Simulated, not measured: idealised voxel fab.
Process module under the name voxel ribs on slabs
For reference, the cross-section in this document is cut, with width 290 nm and square cells of 5 nm.
Think of the cross-section as a grid of square cells. We describe it in bands, top to bottom, and each band covers one or more rows of those cells.
Within each band entry, the heights of the top and of the bottom of the band appear first, in that order and in nm; the materials of the band then follow from left to right, each with its corresponding width in nm. The designation "edge to edge" on a single material indicates that it fills the band from edge to edge; the designation "blank" indicates empty space.
A quick word on heights: they are counted from 0, and under that level the wafer as it came to us is one material throughout. The lowest band is different from the rest in having no bottom; it simply continues downward, written as in "0..down".
So if you see something like "30..40" for the width, read it as the top row of the band sitting at the first number and the bottom row at the second, with every row in between moving by the same amount as the last.
The designation "nothing different", where it is given for a processing step, indicates that no cell of the cross-section was altered in the course of that step.
The label "Trapped cavities" introduces a list of the empty spaces, 8 cells or larger, that have no open way up to the top; each entry in it reads width x height at distance, where the distance is taken from the left edge and all three are stated in nm.
Post-settings text on a step line: simulator's own remark regarding the step.
The line of a step may include "overlay nm". On a step with a mask, this value is how far to the right of its planned place the mask lay. A negative value means the mask lay to the left.

### Listed below are the process steps as planned
1: RECEIVE with material Si
2: DIRECTIONAL_DEP with material SiO2, thk nm 20
3: DIRECTIONAL_DEP with material SiN, thk nm 15
4: PATTERN with tone cover, mask id RIB, material resist, width nm 30, thk nm 20, overlay nm 0
5: DIRECTIONAL_ETCH with etch materials SiN, depth nm 10
6: STRIP with etch materials resist
7: PATTERN with tone cover, mask id SLAB, material resist, width nm 60, thk nm 20, overlay nm 0
8: DIRECTIONAL_ETCH with etch materials SiN, depth nm 5
9: STRIP with etch materials resist
10: FILL_DEP with material SiO2, thk nm 25
11: CMP with height nm 55
12: DIRECTIONAL_DEP with material TiN, thk nm 5
13: DIRECTIONAL_DEP with material aC, thk nm 15
14: PATTERN with tone cover, mask id HEATER, material resist, width nm 40, thk nm 30, overlay nm 0
15: DIRECTIONAL_ETCH with etch materials aC, depth nm 15
16: STRIP with etch materials resist
17: DIRECTIONAL_ETCH with etch materials TiN, depth nm 5
18: STRIP with etch materials aC
19: CONFORMAL_DEP with material SiN, thk nm 5

### The first wafer of two, processed as planned

### The cross-section here shows the wafer as received, i.e. in its state after step 1
  0..down | Si edge to edge
  Trapped cavities: none

### So this is the wafer cross-section right after step 2
  20..0 | SiO2 edge to edge
  Under 0: no change, same as before.

### So this is the wafer cross-section right after step 3
  35..20 | SiN edge to edge
  Under 20: no change, same as before.

### So this is the wafer cross-section right after step 4
  55..35 | 130 blank  30 resist  130 blank
  Under 35: no change, same as before.

### So this is the wafer cross-section right after step 5
  55..35 | 130 blank  30 resist  130 blank
  35..25 | 130 blank  30 SiN  130 blank
  Under 25: no change, same as before.

### So this is the wafer cross-section right after step 6
  35..25 | 130 blank  30 SiN  130 blank
  Under 25: no change, same as before.

### So this is the wafer cross-section right after step 7
  55..35 | 115 blank  60 resist  115 blank
  35..25 | 115 blank  15 resist  30 SiN  15 resist  115 blank
  Under 25: no change, same as before.

### So this is the wafer cross-section right after step 8
  55..35 | 115 blank  60 resist  115 blank
  35..25 | 115 blank  15 resist  30 SiN  15 resist  115 blank
  25..20 | 115 blank  60 SiN  115 blank
  Under 20: no change, same as before.

### So this is the wafer cross-section right after step 9
  35..25 | 130 blank  30 SiN  130 blank
  Under 25: no change, same as before.

### So this is the wafer cross-section right after step 10
  60..35 | SiO2 edge to edge
  35..25 | 130 SiO2  30 SiN  130 SiO2
  25..20 | 115 SiO2  60 SiN  115 SiO2
  Under 20: no change, same as before.

### So this is the wafer cross-section right after step 11
  55..35 | SiO2 edge to edge
  Under 35: no change, same as before.

### So this is the wafer cross-section right after step 12
  60..55 | TiN edge to edge
  Under 55: no change, same as before.

### So this is the wafer cross-section right after step 13
  75..60 | aC edge to edge
  Under 60: no change, same as before.

### So this is the wafer cross-section right after step 14
  105..75 | 125 blank  40 resist  125 blank
  Under 75: no change, same as before.

### So this is the wafer cross-section right after step 15
  90..75 | 125 blank  40 resist  125 blank
  75..60 | 125 blank  40 aC  125 blank
  Under 60: no change, same as before.

### So this is the wafer cross-section right after step 16
  75..60 | 125 blank  40 aC  125 blank
  Under 60: no change, same as before.

### So this is the wafer cross-section right after step 17
  75..60 | 125 blank  40 aC  125 blank
  60..55 | 125 blank  40 TiN  125 blank
  Under 55: no change, same as before.

### So this is the wafer cross-section right after step 18
  60..55 | 125 blank  40 TiN  125 blank
  Under 55: no change, same as before.

### So this is the wafer cross-section right after step 19
  65..60 | 120 blank  50 SiN  120 blank
  60..55 | 125 SiN  40 TiN  125 SiN
  Under 55: no change, same as before.

### What follows concerns the second wafer, which started out like the first and was meant to follow the very same plan; one mistake crept in when it was run, but everything up to and including step 1 is the same as for the first wafer

### Second wafer: cross-section at the scheduled end of step 2
  15..0 | SiO2 edge to edge
  Under 0: no change, same as before.

### Second wafer: cross-section at the scheduled end of step 3
  30..15 | SiN edge to edge
  Under 15: no change, same as before.

### Second wafer: cross-section at the scheduled end of step 4
  50..30 | 130 blank  30 resist  130 blank
  Under 30: no change, same as before.

### Second wafer: cross-section at the scheduled end of step 5
  50..30 | 130 blank  30 resist  130 blank
  30..20 | 130 blank  30 SiN  130 blank
  Under 20: no change, same as before.

### Second wafer: cross-section at the scheduled end of step 6
  30..20 | 130 blank  30 SiN  130 blank
  Under 20: no change, same as before.

### Second wafer: cross-section at the scheduled end of step 7
  50..30 | 115 blank  60 resist  115 blank
  30..20 | 115 blank  15 resist  30 SiN  15 resist  115 blank
  Under 20: no change, same as before.

### Second wafer: cross-section at the scheduled end of step 8
  50..30 | 115 blank  60 resist  115 blank
  30..20 | 115 blank  15 resist  30 SiN  15 resist  115 blank
  20..15 | 115 blank  60 SiN  115 blank
  Under 15: no change, same as before.

### Second wafer: cross-section at the scheduled end of step 9
  30..20 | 130 blank  30 SiN  130 blank
  Under 20: no change, same as before.

### Second wafer: cross-section at the scheduled end of step 10
  55..30 | SiO2 edge to edge
  30..20 | 130 SiO2  30 SiN  130 SiO2
  20..15 | 115 SiO2  60 SiN  115 SiO2
  Under 15: no change, same as before.

Second wafer: cross-section at the scheduled end of step 11: nothing different

### Second wafer: cross-section at the scheduled end of step 12
  60..55 | TiN edge to edge
  Under 55: no change, same as before.

### Second wafer: cross-section at the scheduled end of step 13
  75..60 | aC edge to edge
  Under 60: no change, same as before.

### Second wafer: cross-section at the scheduled end of step 14
  105..75 | 125 blank  40 resist  125 blank
  Under 75: no change, same as before.

### Second wafer: cross-section at the scheduled end of step 15
  90..75 | 125 blank  40 resist  125 blank
  75..60 | 125 blank  40 aC  125 blank
  Under 60: no change, same as before.

### Second wafer: cross-section at the scheduled end of step 16
  75..60 | 125 blank  40 aC  125 blank
  Under 60: no change, same as before.

### Second wafer: cross-section at the scheduled end of step 17
  75..60 | 125 blank  40 aC  125 blank
  60..55 | 125 blank  40 TiN  125 blank
  Under 55: no change, same as before.

### Second wafer: cross-section at the scheduled end of step 18
  60..55 | 125 blank  40 TiN  125 blank
  Under 55: no change, same as before.

### Second wafer: cross-section at the scheduled end of step 19
  65..60 | 120 blank  50 SiN  120 blank
  60..55 | 125 SiN  40 TiN  125 SiN
  Under 55: no change, same as before.
Diagnosis: rather than as planned, step 2 actually ran as DIRECTIONAL_DEP with material SiO2, thk nm 15
At the end, each material covers as many cells on the second wafer as it does on the first, though the cells it covers are elsewhere.
